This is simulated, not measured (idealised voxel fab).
Name of the process module below: voxel transistor to metal
In the cross-section labelled cut, the width is 280 nm and each square cell is 5 nm.
A cross-section is a grid of square cells, given in bands from the top down. A band is one or more rows of cells.
What a band's entry tells you: where the top is and where the bottom is, as heights in nm, and after that what lies inside, material by material from left to right, each with its width in nm. Empty space is written as the word "empty", and a single material marked with the word "all across" occupies the band from edge to edge.
It should be noted that heights are counted from 0, beneath which the wafer as supplied is of one material throughout, and that the lowest band possesses no lower boundary but continues downward, as written in "z 0 and below".
Graded width ("30->40"): value in top row of band = first number; value in bottom row = second number; row-to-row change constant.
"no change occurred" (step): cross-section cells unchanged, all of them.
Empty spaces counting at least 8 cells and having no open way to the top are listed in "Sealed internal voids". The notation width x height at distance is used for each, the distance being from the left edge and all three values in nm.
If you see something after the settings on a step's line, that's the simulator's own remark about that step.
Regarding "overlay nm": on a step with a mask, it is the distance the mask lay to the right of its planned place; a negative value places it to the left.

## Steps in the process plan
1,RECEIVE: material Si
2,OXIDIZE: depth nm 5
3,CONFORMAL_DEP: material SiN, thk nm 15
4,MASKED_ETCH: tone cover, mask id ACTIVE, width nm 105, pitch nm 135, etch materials SiN, depth nm 15, overlay nm 0
5,MASKED_ETCH: tone cover, mask id ACTIVE, width nm 105, pitch nm 135, etch materials SiO2, depth nm 5, overlay nm 0
6,MASKED_ETCH: tone cover, mask id ACTIVE, width nm 105, pitch nm 135, etch materials Si, depth nm 20, overlay nm 0
7,OXIDIZE: depth nm 5
8,FILL_DEP: material SiO2, thk nm 15
9,CMP: height nm 15
10,SELECTIVE_ETCH: etch materials SiO2, depth nm 15
11,STRIP: etch materials SiN
12,SELECTIVE_ETCH: etch materials SiO2, depth nm 5
13,OXIDIZE: depth nm 5
14,DIRECTIONAL_DEP: material polySi, thk nm 20
15,DIRECTIONAL_DEP: material SiCN, thk nm 15
16,PATTERN: tone cover, mask id GATE, material resist, width nm 25, pitch nm 135, thk nm 15, overlay nm 0
17,DIRECTIONAL_ETCH: etch materials SiCN, depth nm 25
18,DIRECTIONAL_ETCH: etch materials polySi, depth nm 30
19,STRIP: etch materials resist
20,CONFORMAL_DEP: material SiO2, thk nm 5
21,DIRECTIONAL_ETCH: etch materials SiO2, depth nm 5
22,CONFORMAL_DEP: material SiN, thk nm 5
23,DIRECTIONAL_ETCH: etch materials SiN, depth nm 5
24,DIRECTIONAL_ETCH: etch materials SiO2, depth nm 5
25,DIRECTIONAL_ETCH: etch materials Si, depth nm 5
26,EPI: material nSi, thk nm 10
27,FILL_DEP: material SiO2, thk nm 10
28,CMP: height nm 15
29,STRIP: etch materials polySi
30,SELECTIVE_ETCH: etch materials SiO2, depth nm 5
31,CONFORMAL_DEP: material HfO2, thk nm 5
32,CONFORMAL_DEP: material TiN, thk nm 5
33,FILL_DEP: material W, thk nm 5
34,CMP: height nm 10
35,DIRECTIONAL_DEP: material SiO2, thk nm 10
36,DIRECTIONAL_DEP: material aC, thk nm 10
37,PATTERN: tone open, mask id CONTACT, material resist, width nm 20, thk nm 30, overlay nm 0
38,DIRECTIONAL_ETCH: etch materials aC, depth nm 10
39,STRIP: etch materials resist
40,DIRECTIONAL_ETCH: etch materials SiO2, depth nm 25
41,STRIP: etch materials aC
42,CONFORMAL_DEP: material TiN, thk nm 5
43,FILL_DEP: material W, thk nm 10
44,CMP: height nm 20
45,DIRECTIONAL_DEP: material TiN, thk nm 5
46,DIRECTIONAL_DEP: material Ru, thk nm 20
47,PATTERN: tone cover, mask id METAL_1, material resist, width nm 20, thk nm 20, overlay nm 0
48,DIRECTIONAL_ETCH: etch materials Ru, depth nm 20
49,DIRECTIONAL_ETCH: etch materials TiN, depth nm 5
50,STRIP: etch materials resist
51,CONFORMAL_DEP: material SiCN, thk nm 5
52,FILL_DEP: material lowk, thk nm 10
53,CMP: height nm 45
54,CONFORMAL_DEP: material SiCN, thk nm 5
55,DIRECTIONAL_DEP: material lowk, thk nm 30
56,PATTERN: tone open, mask id METAL_2, material resist, width nm 20, pitch nm 135, thk nm 15, overlay nm 0
57,DIRECTIONAL_ETCH: etch materials lowk, depth nm 20
58,STRIP: etch materials resist
59,PATTERN: tone open, mask id METAL_2_HOLES, material resist, width nm 15, pitch nm 135, thk nm 15, overlay nm 0
60,DIRECTIONAL_ETCH: etch materials lowk, depth nm 10
61,DIRECTIONAL_ETCH: etch materials SiCN, depth nm 5
62,STRIP: etch materials resist
63,CONFORMAL_DEP: material TiN, thk nm 5
64,FILL_DEP: material Ru, thk nm 5
65,CMP: height nm 80
66,CONFORMAL_DEP: material SiN, thk nm 5

## As received (post step 1): cross-section
	z 0 and below: Si all across
	Sealed internal voids: none

## Wafer at module end, in section. Began as above, planned as above, run with one mistake
	z 85 to 80: SiN all across
	z 80 to 65: 25 lowk  5 TiN  10 Ru  5 TiN  115 lowk  5 TiN  10 Ru  5 TiN  100 lowk
	z 65 to 60: 25 lowk  5 TiN  5 Ru  10 TiN  115 lowk  5 TiN  5 Ru  10 TiN  100 lowk
	z 60 to 50: 25 lowk  5 TiN  5 Ru  5 TiN  120 lowk  5 TiN  5 Ru  5 TiN  105 lowk
	z 50 to 45: 25 SiCN  15 TiN  120 SiCN  15 TiN  105 SiCN
	z 45 to 25: 20 lowk  5 SiCN  20 Ru  5 SiCN  45 lowk  5 SiCN  20 Ru  5 SiCN  30 lowk  5 SiCN  20 Ru  5 SiCN  45 lowk  5 SiCN  20 Ru  5 SiCN  20 lowk
	z 25 to 20: 25 SiCN  20 TiN  55 SiCN  20 TiN  40 SiCN  20 TiN  55 SiCN  20 TiN  25 SiCN
	z 20 to 15: 30 TiN  10 W  65 TiN  10 W  50 TiN  10 W  65 TiN  10 W  30 TiN
	z 15 to 10: 25 SiO2  5 TiN  10 W  5 TiN  55 SiO2  5 TiN  10 W  5 TiN  40 SiO2  5 TiN  10 W  5 TiN  55 SiO2  5 TiN  10 W  5 TiN  25 SiO2
	z 10 to 0: 25 SiO2  5 TiN  10->5 W  5->10 TiN  5 SiO2  5 SiN  5 HfO2  5 TiN  15 W  5 TiN  5 HfO2  5 SiN  5 SiO2  5->10 TiN  10->5 W  5 TiN  40 SiO2  5 TiN  10->5 W  5->10 TiN  5 SiO2  5 SiN  5 HfO2  5 TiN  15 W  5 TiN  5 HfO2  5 SiN  5 SiO2  5->10 TiN  10->5 W  5 TiN  25 SiO2
	z 0 to -5: 25 SiO2  15 TiN  10 nSi  5 SiN  5 HfO2  25 TiN  5 HfO2  5 SiN  10 nSi  15 TiN  40 SiO2  15 TiN  10 nSi  5 SiN  5 HfO2  25 TiN  5 HfO2  5 SiN  10 nSi  15 TiN  25 SiO2
	z -5 to -10: 20 SiO2  30 nSi  5 SiO2  35 HfO2  5 SiO2  30 nSi  30 SiO2  30 nSi  5 SiO2  35 HfO2  5 SiO2  30 nSi  20 SiO2
	z -10 to -15: 25 SiO2  25 nSi  45 Si  25 nSi  40 SiO2  25 nSi  45 Si  25 nSi  25 SiO2
	z -15 to -30: 25 SiO2  95 Si  40 SiO2  95 Si  25 SiO2
	z -30 and below: Si all across
	Sealed internal voids: none
The plan and the run diverged here: in deviation from the planned setting, step 35 was conducted as DIRECTIONAL_DEP: material SiO2, thk nm 5
